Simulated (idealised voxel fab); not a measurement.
voxel self aligned vias: a process module
235 nm wide, 5 nm square cells: that's cross-section cut.
A cross-section is a grid of square cells, given in bands from the top down. A band is one or more rows of cells. What a band's entry tells you: where the top is and where the bottom is, as heights in nm, and after that what lies inside, material by material from left to right, each with its width in nm. Empty space is written as the word "blank", and a single material marked with the word "full width" occupies the band from edge to edge. Heights are expressed relative to 0, this being the level below which the as-received wafer comprises one material exclusively. The lowest band is unbounded in the downward direction and is denoted as in "0..down". Note: "30->40" means the width goes from the first number (top row of the band) to the second number (bottom row) in equal steps per row of cells. When a step is marked "nothing was modified", none of the cells in the cross-section changed during that step. Closed-off voids of 8+ cells (no open route to the top) go in "Cavities, sealed", written width x height at distance from the left edge, in nm. Formally, on a step line, whatever follows the settings is a remark that the simulator itself makes on the step. The optional step-line setting "overlay nm" applies to steps with a mask and quantifies how far to the right of its planned location the mask lay, a negative value indicating leftward placement.
Set out below are the planned steps of the process
1) RECEIVE (material Si)
2) CONFORMAL_DEP (material SiO2; thk nm 15)
3) CONFORMAL_DEP (material SiCN; thk nm 5)
4) DIRECTIONAL_DEP (material lowk; thk nm 30)
5) DIRECTIONAL_DEP (material aC; thk nm 15)
6) PATTERN (tone open; mask id LINES; material resist; width nm 20; pitch nm 60; thk nm 35; overlay nm 0)
7) DIRECTIONAL_ETCH (etch materials aC; depth nm 15)
8) STRIP (etch materials resist)
9) DIRECTIONAL_ETCH (etch materials lowk; depth nm 30)
10) STRIP (etch materials aC)
11) CONFORMAL_DEP (material TiN; thk nm 5)
12) FILL_DEP (material Ru; thk nm 5)
13) CMP (height nm 50)
14) SELECTIVE_ETCH (etch materials W Ru TiN; depth nm 5)
15) FILL_DEP (material SiN; thk nm 5)
16) CMP (height nm 50)
17) DIRECTIONAL_DEP (material lowk; thk nm 20)
18) PATTERN (tone open; mask id VIAS; material resist; width nm 30; pitch nm 60; thk nm 15; overlay nm 0)
19) DIRECTIONAL_ETCH (etch materials lowk; depth nm 20)
20) DIRECTIONAL_ETCH (etch materials SiN; depth nm 5)
21) STRIP (etch materials resist)
22) CONFORMAL_DEP (material TiN; thk nm 5)
23) FILL_DEP (material Cu; thk nm 10)
24) CMP (height nm 70)
25) CONFORMAL_DEP (material SiCN; thk nm 5)
Account of the first of two wafers, which was processed as intended
Shown in cross-section is the wafer as received, that is, as it stands after step 1
    0..down  Si full width
    Cavities, sealed: none
Upon completion of step 2, the wafer appears in cross-section as shown
    15..0  SiO2 full width
    Lower than 0, everything is as it was.
Upon completion of step 3, the wafer appears in cross-section as shown
    20..15  SiCN full width
    Lower than 15, everything is as it was.
Upon completion of step 4, the wafer appears in cross-section as shown
    50..20  lowk full width
    Lower than 20, everything is as it was.
Upon completion of step 5, the wafer appears in cross-section as shown
    65..50  aC full width
    Lower than 50, everything is as it was.
Upon completion of step 6, the wafer appears in cross-section as shown
    100..65  resist: 75, blank: 20, resist: 40, blank: 20, resist: 80
    Lower than 65, everything is as it was.
Upon completion of step 7, the wafer appears in cross-section as shown
    85..65  resist: 75, blank: 20, resist: 40, blank: 20, resist: 80
    65..50  aC: 75, blank: 20, aC: 40, blank: 20, aC: 80
    Lower than 50, everything is as it was.
Upon completion of step 8, the wafer appears in cross-section as shown
    65..50  aC: 75, blank: 20, aC: 40, blank: 20, aC: 80
    Lower than 50, everything is as it was.
Upon completion of step 9, the wafer appears in cross-section as shown
    65..50  aC: 75, blank: 20, aC: 40, blank: 20, aC: 80
    50..20  lowk: 75, blank: 20, lowk: 40, blank: 20, lowk: 80
    Lower than 20, everything is as it was.
Upon completion of step 10, the wafer appears in cross-section as shown
    50..20  lowk: 75, blank: 20, lowk: 40, blank: 20, lowk: 80
    Lower than 20, everything is as it was.
Upon completion of step 11, the wafer appears in cross-section as shown
    55..50  TiN: 80, blank: 10, TiN: 50, blank: 10, TiN: 85
    50..25  lowk: 75, TiN: 5, blank: 10, TiN: 5, lowk: 40, TiN: 5, blank: 10, TiN: 5, lowk: 80
    25..20  lowk: 75, TiN: 20, lowk: 40, TiN: 20, lowk: 80
    Lower than 20, everything is as it was.
Upon completion of step 12, the wafer appears in cross-section as shown
    60..55  Ru full width
    55..50  TiN: 80, Ru: 10, TiN: 50, Ru: 10, TiN: 85
    50..25  lowk: 75, TiN: 5, Ru: 10, TiN: 5, lowk: 40, TiN: 5, Ru: 10, TiN: 5, lowk: 80
    Lower than 25, everything is as it was.
Upon completion of step 13, the wafer appears in cross-section as shown
    50..25  lowk: 75, TiN: 5, Ru: 10, TiN: 5, lowk: 40, TiN: 5, Ru: 10, TiN: 5, lowk: 80
    Lower than 25, everything is as it was.
Upon completion of step 14, the wafer appears in cross-section as shown
    50..45  lowk: 75, blank: 20, lowk: 40, blank: 20, lowk: 80
    Lower than 45, everything is as it was.
Upon completion of step 15, the wafer appears in cross-section as shown
    55..50  SiN full width
    50..45  lowk: 75, SiN: 20, lowk: 40, SiN: 20, lowk: 80
    Lower than 45, everything is as it was.
Upon completion of step 16, the wafer appears in cross-section as shown
    50..45  lowk: 75, SiN: 20, lowk: 40, SiN: 20, lowk: 80
    Lower than 45, everything is as it was.
Upon completion of step 17, the wafer appears in cross-section as shown
    70..50  lowk full width
    Lower than 50, everything is as it was.
Upon completion of step 18, the wafer appears in cross-section as shown
    85..70  resist: 70, blank: 30, resist: 30, blank: 30, resist: 75
    Lower than 70, everything is as it was.
Upon completion of step 19, the wafer appears in cross-section as shown
    85..70  resist: 70, blank: 30, resist: 30, blank: 30, resist: 75
    70..50  lowk: 70, blank: 30, lowk: 30, blank: 30, lowk: 75
    Lower than 50, everything is as it was.
Upon completion of step 20, the wafer appears in cross-section as shown
    85..70  resist: 70, blank: 30, resist: 30, blank: 30, resist: 75
    70..50  lowk: 70, blank: 30, lowk: 30, blank: 30, lowk: 75
    50..45  lowk: 75, blank: 20, lowk: 40, blank: 20, lowk: 80
    Lower than 45, everything is as it was.
Upon completion of step 21, the wafer appears in cross-section as shown
    70..50  lowk: 70, blank: 30, lowk: 30, blank: 30, lowk: 75
    Lower than 50, everything is as it was.
Upon completion of step 22, the wafer appears in cross-section as shown
    75..70  TiN: 75, blank: 20, TiN: 40, blank: 20, TiN: 80
    70..55  lowk: 70, TiN: 5, blank: 20, TiN: 5, lowk: 30, TiN: 5, blank: 20, TiN: 5, lowk: 75
    55..50  lowk: 70, TiN: 10, blank: 10, TiN: 10, lowk: 30, TiN: 10, blank: 10, TiN: 10, lowk: 75
    50..45  lowk: 75, TiN: 20, lowk: 40, TiN: 20, lowk: 80
    Lower than 45, everything is as it was.
Upon completion of step 23, the wafer appears in cross-section as shown
    85..75  Cu full width
    75..70  TiN: 75, Cu: 20, TiN: 40, Cu: 20, TiN: 80
    70..55  lowk: 70, TiN: 5, Cu: 20, TiN: 5, lowk: 30, TiN: 5, Cu: 20, TiN: 5, lowk: 75
    55..50  lowk: 70, TiN: 10, Cu: 10, TiN: 10, lowk: 30, TiN: 10, Cu: 10, TiN: 10, lowk: 75
    Lower than 50, everything is as it was.
Upon completion of step 24, the wafer appears in cross-section as shown
    70..55  lowk: 70, TiN: 5, Cu: 20, TiN: 5, lowk: 30, TiN: 5, Cu: 20, TiN: 5, lowk: 75
    Lower than 55, everything is as it was.
Upon completion of step 25, the wafer appears in cross-section as shown
    75..70  SiCN full width
    Lower than 70, everything is as it was.
The second wafer was prepared from the same starting point and under the same plan as the first; its processing contained one mistake, and it remains indistinguishable from the first wafer up to and including step 17
X-section, second wafer, when step 18 was due to finish
    85..70  resist: 65, blank: 40, resist: 20, blank: 40, resist: 70
    Lower than 70, everything is as it was.
X-section, second wafer, when step 19 was due to finish
    85..70  resist: 65, blank: 40, resist: 20, blank: 40, resist: 70
    70..50  lowk: 65, blank: 40, lowk: 20, blank: 40, lowk: 70
    Lower than 50, everything is as it was.
X-section, second wafer, when step 20 was due to finish
    85..70  resist: 65, blank: 40, resist: 20, blank: 40, resist: 70
    70..50  lowk: 65, blank: 40, lowk: 20, blank: 40, lowk: 70
    50..45  lowk: 75, blank: 20, lowk: 40, blank: 20, lowk: 80
    Lower than 45, everything is as it was.
X-section, second wafer, when step 21 was due to finish
    70..50  lowk: 65, blank: 40, lowk: 20, blank: 40, lowk: 70
    Lower than 50, everything is as it was.
X-section, second wafer, when step 22 was due to finish
    75..70  TiN: 70, blank: 30, TiN: 30, blank: 30, TiN: 75
    70..55  lowk: 65, TiN: 5, blank: 30, TiN: 5, lowk: 20, TiN: 5, blank: 30, TiN: 5, lowk: 70
    55..50  lowk: 65, TiN: 15, blank: 10, TiN: 15, lowk: 20, TiN: 15, blank: 10, TiN: 15, lowk: 70
    50..45  lowk: 75, TiN: 20, lowk: 40, TiN: 20, lowk: 80
    Lower than 45, everything is as it was.
X-section, second wafer, when step 23 was due to finish
    85..75  Cu full width
    75..70  TiN: 70, Cu: 30, TiN: 30, Cu: 30, TiN: 75
    70..55  lowk: 65, TiN: 5, Cu: 30, TiN: 5, lowk: 20, TiN: 5, Cu: 30, TiN: 5, lowk: 70
    55..50  lowk: 65, TiN: 15, Cu: 10, TiN: 15, lowk: 20, TiN: 15, Cu: 10, TiN: 15, lowk: 70
    Lower than 50, everything is as it was.
X-section, second wafer, when step 24 was due to finish
    70..55  lowk: 65, TiN: 5, Cu: 30, TiN: 5, lowk: 20, TiN: 5, Cu: 30, TiN: 5, lowk: 70
    Lower than 55, everything is as it was.
X-section, second wafer, when step 25 was due to finish
    75..70  SiCN full width
    Lower than 70, everything is as it was.
The plan and the run diverged here: in deviation from the planned setting, step 18 was conducted as PATTERN (tone open; mask id VIAS; material resist; width nm 40; pitch nm 60; thk nm 15; overlay nm 0)
Upon completion, the second wafer contains, in terms of cells, a greater or smaller amount of certain materials than the first wafer: Cu +12, TiN +4, lowk -16
